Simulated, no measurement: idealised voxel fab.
A process module follows: voxel wiring stack.
The cross-section on display is named cut; it measures 200 nm wide, and its cells are 5 nm squares.
Heads up, the way a cross-section reads in here is a grid of square cells, handed over as bands from the top down, with every band being one or more rows of cells. The entry gives the band's vertical extent as a top height and a bottom height in nm, then its horizontal make-up as materials from left to right, each with a width in nm. "empty" stands for empty space; a single material marked "full width" fills the band edge to edge. Heights are expressed relative to 0, this being the level below which the as-received wafer comprises one material exclusively. The lowest band is unbounded in the downward direction and is denoted as in "z 0 and below". The two numbers in a width such as "30..40" mark its ends across the band: the first belongs to the top row of cells, the second to the bottom row, and from each row to the next the width moves by the same amount. You'll sometimes find "nothing different" written for a step, and that's the way of saying that nowhere in the cross-section did a cell change during that step. Entry "Sealed internal cavities" = empty spaces >= 8 cells with no open way to the top; each as width x height at distance, distance from left edge, all nm. Read whatever lies past the settings on a step's line as the simulator's own remark about the step. overlay nm: step with mask; distance mask lay right of planned place; negative value = left of planned place.

Planned step list for the process
step 1: RECEIVE: material Si
step 2: CONFORMAL_DEP: material SiO2, thk nm 10
step 3: CONFORMAL_DEP: material SiN, thk nm 5
step 4: DIRECTIONAL_DEP: material SiO2, thk nm 25
step 5: MASKED_ETCH: tone open, mask id METAL_1, width nm 25, pitch nm 55, etch materials SiO2, depth nm 25, overlay nm 0
step 6: MASKED_ETCH: tone open, mask id METAL_1, width nm 25, pitch nm 55, etch materials SiN, depth nm 5, overlay nm 0
step 7: CONFORMAL_DEP: material TiN, thk nm 5
step 8: FILL_DEP: material W, thk nm 5
step 9: CMP: height nm 40
step 10: EPI: material Ru, thk nm 5
step 11: FILL_DEP: material SiCN, thk nm 5
step 12: DIRECTIONAL_DEP: material lowk, thk nm 25
step 13: PATTERN: tone open, mask id METAL_2, material resist, width nm 25, pitch nm 55, thk nm 15, overlay nm 0
step 14: DIRECTIONAL_ETCH: etch materials lowk, depth nm 15
step 15: STRIP: etch materials resist
step 16: MASKED_ETCH: tone open, mask id METAL_2_HOLES, width nm 15, pitch nm 55, etch materials lowk, depth nm 10, overlay nm 0
step 17: MASKED_ETCH: tone open, mask id METAL_2_HOLES, width nm 15, pitch nm 55, etch materials SiCN, depth nm 5, overlay nm 0
step 18: CONFORMAL_DEP: material TiN, thk nm 5
step 19: FILL_DEP: material Cu, thk nm 5
step 20: CMP: height nm 75
step 21: CONFORMAL_DEP: material SiN, thk nm 5

Concerning the first of two wafers, which was run in accordance with the plan

Wafer cross-section on receipt, i.e. after step 1
> z 0 and below  Si full width
> Sealed internal cavities: none

You're looking at a cross-section of the wafer after step 2
> z 10 to 0  SiO2 full width
> No changes below 0.

You're looking at a cross-section of the wafer after step 3
> z 15 to 10  SiN full width
> No changes below 10.

You're looking at a cross-section of the wafer after step 4
> z 40 to 15  SiO2 full width
> No changes below 15.

You're looking at a cross-section of the wafer after step 5
> z 40 to 15  60 nm SiO2, 25 nm empty, 30 nm SiO2, 25 nm empty, 60 nm SiO2
> No changes below 15.

You're looking at a cross-section of the wafer after step 6
> z 40 to 15  60 nm SiO2, 25 nm empty, 30 nm SiO2, 25 nm empty, 60 nm SiO2
> z 15 to 10  60 nm SiN, 25 nm empty, 30 nm SiN, 25 nm empty, 60 nm SiN
> No changes below 10.

You're looking at a cross-section of the wafer after step 7
> z 45 to 40  65 nm TiN, 15 nm empty, 40 nm TiN, 15 nm empty, 65 nm TiN
> z 40 to 15  60 nm SiO2, 5 nm TiN, 15 nm empty, 5 nm TiN, 30 nm SiO2, 5 nm TiN, 15 nm empty, 5 nm TiN, 60 nm SiO2
> z 15 to 10  60 nm SiN, 25 nm TiN, 30 nm SiN, 25 nm TiN, 60 nm SiN
> No changes below 10.

You're looking at a cross-section of the wafer after step 8
> z 50 to 45  W full width
> z 45 to 40  65 nm TiN, 15 nm W, 40 nm TiN, 15 nm W, 65 nm TiN
> z 40 to 15  60 nm SiO2, 5 nm TiN, 15 nm W, 5 nm TiN, 30 nm SiO2, 5 nm TiN, 15 nm W, 5 nm TiN, 60 nm SiO2
> No changes below 15.

You're looking at a cross-section of the wafer after step 9
> z 40 to 15  60 nm SiO2, 5 nm TiN, 15 nm W, 5 nm TiN, 30 nm SiO2, 5 nm TiN, 15 nm W, 5 nm TiN, 60 nm SiO2
> No changes below 15.

You're looking at a cross-section of the wafer after step 10
> z 45 to 40  55 nm empty, 35 nm Ru, 20 nm empty, 35 nm Ru, 55 nm empty
> No changes below 40.

You're looking at a cross-section of the wafer after step 11
> z 50 to 45  SiCN full width
> z 45 to 40  55 nm SiCN, 35 nm Ru, 20 nm SiCN, 35 nm Ru, 55 nm SiCN
> No changes below 40.

You're looking at a cross-section of the wafer after step 12
> z 75 to 50  lowk full width
> No changes below 50.

You're looking at a cross-section of the wafer after step 13
> z 90 to 75  60 nm resist, 25 nm empty, 30 nm resist, 25 nm empty, 60 nm resist
> No changes below 75.

You're looking at a cross-section of the wafer after step 14
> z 90 to 75  60 nm resist, 25 nm empty, 30 nm resist, 25 nm empty, 60 nm resist
> z 75 to 60  60 nm lowk, 25 nm empty, 30 nm lowk, 25 nm empty, 60 nm lowk
> No changes below 60.

You're looking at a cross-section of the wafer after step 15
> z 75 to 60  60 nm lowk, 25 nm empty, 30 nm lowk, 25 nm empty, 60 nm lowk
> No changes below 60.

You're looking at a cross-section of the wafer after step 16
> z 75 to 60  60 nm lowk, 25 nm empty, 30 nm lowk, 25 nm empty, 60 nm lowk
> z 60 to 50  60 nm lowk, 15 nm empty, 40 nm lowk, 15 nm empty, 70 nm lowk
> No changes below 50.

You're looking at a cross-section of the wafer after step 17
> z 75 to 60  60 nm lowk, 25 nm empty, 30 nm lowk, 25 nm empty, 60 nm lowk
> z 60 to 50  60 nm lowk, 15 nm empty, 40 nm lowk, 15 nm empty, 70 nm lowk
> z 50 to 45  60 nm SiCN, 15 nm empty, 40 nm SiCN, 15 nm empty, 70 nm SiCN
> No changes below 45.

You're looking at a cross-section of the wafer after step 18
> z 80 to 75  65 nm TiN, 15 nm empty, 40 nm TiN, 15 nm empty, 65 nm TiN
> z 75 to 65  60 nm lowk, 5 nm TiN, 15 nm empty, 5 nm TiN, 30 nm lowk, 5 nm TiN, 15 nm empty, 5 nm TiN, 60 nm lowk
> z 65 to 60  60 nm lowk, 5 nm TiN, 5 nm empty, 15 nm TiN, 30 nm lowk, 5 nm TiN, 5 nm empty, 15 nm TiN, 60 nm lowk
> z 60 to 50  60 nm lowk, 5 nm TiN, 5 nm empty, 5 nm TiN, 40 nm lowk, 5 nm TiN, 5 nm empty, 5 nm TiN, 70 nm lowk
> z 50 to 45  60 nm SiCN, 15 nm TiN, 40 nm SiCN, 15 nm TiN, 70 nm SiCN
> No changes below 45.

You're looking at a cross-section of the wafer after step 19
> z 85 to 80  Cu full width
> z 80 to 75  65 nm TiN, 15 nm Cu, 40 nm TiN, 15 nm Cu, 65 nm TiN
> z 75 to 65  60 nm lowk, 5 nm TiN, 15 nm Cu, 5 nm TiN, 30 nm lowk, 5 nm TiN, 15 nm Cu, 5 nm TiN, 60 nm lowk
> z 65 to 60  60 nm lowk, 5 nm TiN, 5 nm Cu, 15 nm TiN, 30 nm lowk, 5 nm TiN, 5 nm Cu, 15 nm TiN, 60 nm lowk
> z 60 to 50  60 nm lowk, 5 nm TiN, 5 nm Cu, 5 nm TiN, 40 nm lowk, 5 nm TiN, 5 nm Cu, 5 nm TiN, 70 nm lowk
> No changes below 50.

You're looking at a cross-section of the wafer after step 20
> z 75 to 65  60 nm lowk, 5 nm TiN, 15 nm Cu, 5 nm TiN, 30 nm lowk, 5 nm TiN, 15 nm Cu, 5 nm TiN, 60 nm lowk
> No changes below 65.

You're looking at a cross-section of the wafer after step 21
> z 80 to 75  SiN full width
> No changes below 75.

Companion wafer, the second of two: same beginning, same intended sequence, one mistake in carrying it out; through step 11 inclusive it tracks the first exactly

Second wafer at the planned finish of step 12, seen in cross-section
> z 100 to 50  lowk full width
> No changes below 50.

Second wafer at the planned finish of step 13, seen in cross-section
> z 115 to 100  60 nm resist, 25 nm empty, 30 nm resist, 25 nm empty, 60 nm resist
> No changes below 100.

Second wafer at the planned finish of step 14, seen in cross-section
> z 115 to 100  60 nm resist, 25 nm empty, 30 nm resist, 25 nm empty, 60 nm resist
> z 100 to 85  60 nm lowk, 25 nm empty, 30 nm lowk, 25 nm empty, 60 nm lowk
> No changes below 85.

Second wafer at the planned finish of step 15, seen in cross-section
> z 100 to 85  60 nm lowk, 25 nm empty, 30 nm lowk, 25 nm empty, 60 nm lowk
> No changes below 85.

Second wafer at the planned finish of step 16, seen in cross-section
> z 100 to 85  60 nm lowk, 25 nm empty, 30 nm lowk, 25 nm empty, 60 nm lowk
> z 85 to 75  60 nm lowk, 15 nm empty, 40 nm lowk, 15 nm empty, 70 nm lowk
> No changes below 75.

Second wafer at the planned finish of step 17, seen in cross-section: nothing different

Second wafer at the planned finish of step 18, seen in cross-section
> z 105 to 100  65 nm TiN, 15 nm empty, 40 nm TiN, 15 nm empty, 65 nm TiN
> z 100 to 90  60 nm lowk, 5 nm TiN, 15 nm empty, 5 nm TiN, 30 nm lowk, 5 nm TiN, 15 nm empty, 5 nm TiN, 60 nm lowk
> z 90 to 80  60 nm lowk, 5 nm TiN, 5 nm empty, 15..5 nm TiN, 30..40 nm lowk, 5 nm TiN, 5 nm empty, 15..5 nm TiN, 60..70 nm lowk
> z 80 to 75  60 nm lowk, 15 nm TiN, 40 nm lowk, 15 nm TiN, 70 nm lowk
> No changes below 75.

Second wafer at the planned finish of step 19, seen in cross-section
> z 110 to 105  Cu full width
> z 105 to 100  65 nm TiN, 15 nm Cu, 40 nm TiN, 15 nm Cu, 65 nm TiN
> z 100 to 90  60 nm lowk, 5 nm TiN, 15 nm Cu, 5 nm TiN, 30 nm lowk, 5 nm TiN, 15 nm Cu, 5 nm TiN, 60 nm lowk
> z 90 to 80  60 nm lowk, 5 nm TiN, 5 nm Cu, 15..5 nm TiN, 30..40 nm lowk, 5 nm TiN, 5 nm Cu, 15..5 nm TiN, 60..70 nm lowk
> No changes below 80.

Second wafer at the planned finish of step 20, seen in cross-section
> z 75 to 50  lowk full width
> No changes below 50.

Second wafer at the planned finish of step 21, seen in cross-section
> z 80 to 75  SiN full width
> No changes below 75.
Where did the run depart from the plan? yeah, plan step 12 got run twice
End check, counted in cells, second wafer has more or fewer of these materials than the first: 18 fewer of Cu, 6 more of SiCN, 30 fewer of TiN, 42 more of lowk
